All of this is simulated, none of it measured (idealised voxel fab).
Name of the process module below: voxel self aligned contacts
Section cut is 170 nm wide and gridded with 5 nm square cells.
Format of a cross-section: grid, square cells. Given as bands. Order: top down. Band: one or more rows of cells.
Each band's line starts with the height of the band's top and of its bottom, in nm. Then come its materials from left to right, each with its width in nm. One material with "full width" fills the band from edge to edge. "air" is empty space.
Measure heights from 0. That's the level where, below it, the as-received wafer is all one material. The lowest band is bottomless and extends downward; write it as in "0..down".
Think of "30 to 40" as a width that walks from the first number to the second as you go down the band, top row to bottom row, taking equal-sized steps from row to row.
Given "same as before" for a step, no cell of the cross-section differs between before and after that step.
The entry titled "Trapped voids" provides the empty spaces that have no open way to the top, restricted to those of 8 cells or more. Each is presented as width x height at distance, the distance being measured from the left edge, with all three in nm.
Step line, after settings: the simulator's comment on this step.
A step's line can hold "overlay nm"; with a mask on that step, the setting says how far right of the planned place the mask lay, while a negative setting says it lay to the left.

[Process steps - plan]
| 1 | RECEIVE, material Si |
| 2 | OXIDIZE, depth nm 5 |
| 3 | DIRECTIONAL_DEP, material polySi, thk nm 25 |
| 4 | DIRECTIONAL_DEP, material SiN, thk nm 20 |
| 5 | DIRECTIONAL_DEP, material aC, thk nm 10 |
| 6 | PATTERN, tone cover, mask id GATE, material resist, width nm 30, pitch nm 65, thk nm 30, overlay nm 0 |
| 7 | DIRECTIONAL_ETCH, etch materials aC, depth nm 10 |
| 8 | STRIP, etch materials resist |
| 9 | DIRECTIONAL_ETCH, etch materials SiN, depth nm 20 |
| 10 | DIRECTIONAL_ETCH, etch materials polySi, depth nm 25 |
| 11 | STRIP, etch materials aC |
| 12 | CONFORMAL_DEP, material SiN, thk nm 10 |
| 13 | DIRECTIONAL_ETCH, etch materials SiN, depth nm 10 |
| 14 | FILL_DEP, material SiO2, thk nm 20 |
| 15 | CMP, height nm 55 |
| 16 | DIRECTIONAL_DEP, material aC, thk nm 10 |
| 17 | PATTERN, tone open, mask id CONTACT, material resist, width nm 45, thk nm 25, overlay nm 0 |
| 18 | DIRECTIONAL_ETCH, etch materials aC, depth nm 10 |
| 19 | STRIP, etch materials resist |
| 20 | DIRECTIONAL_ETCH, etch materials SiO2, depth nm 60 |
| 21 | STRIP, etch materials aC |
| 22 | CONFORMAL_DEP, material TiN, thk nm 5 |
| 23 | FILL_DEP, material Ru, thk nm 10 |
| 24 | CMP, height nm 55 |
| 25 | CONFORMAL_DEP, material SiCN, thk nm 5 |

[As received (post step 1): cross-section]
* 0..down: Si full width
* Trapped voids: none

[Final wafer profile in cross-section after the module, from the same start and plan as above, with one mistake made during processing]
* 60..55: SiCN full width
* 55..45: 55 to 20 Ru | 5 to 40 TiN | 45 SiO2 | 5 to 40 TiN | 60 to 25 Ru
* 45..25: 20 Ru | 5 TiN | 50 SiN | 15 SiO2 | 50 SiN | 5 TiN | 25 Ru
* 25..0: 20 Ru | 5 TiN | 10 SiN | 30 polySi | 10 SiN | 15 SiO2 | 10 SiN | 30 polySi | 10 SiN | 5 TiN | 25 Ru
* 0..-5: 25 TiN | 115 SiO2 | 30 TiN
* -5..down: Si full width
* Trapped voids: none
The plan and the run diverged here: step 17 off recipe, ran as PATTERN, tone cover, mask id CONTACT, material resist, width nm 45, thk nm 25, overlay nm 0
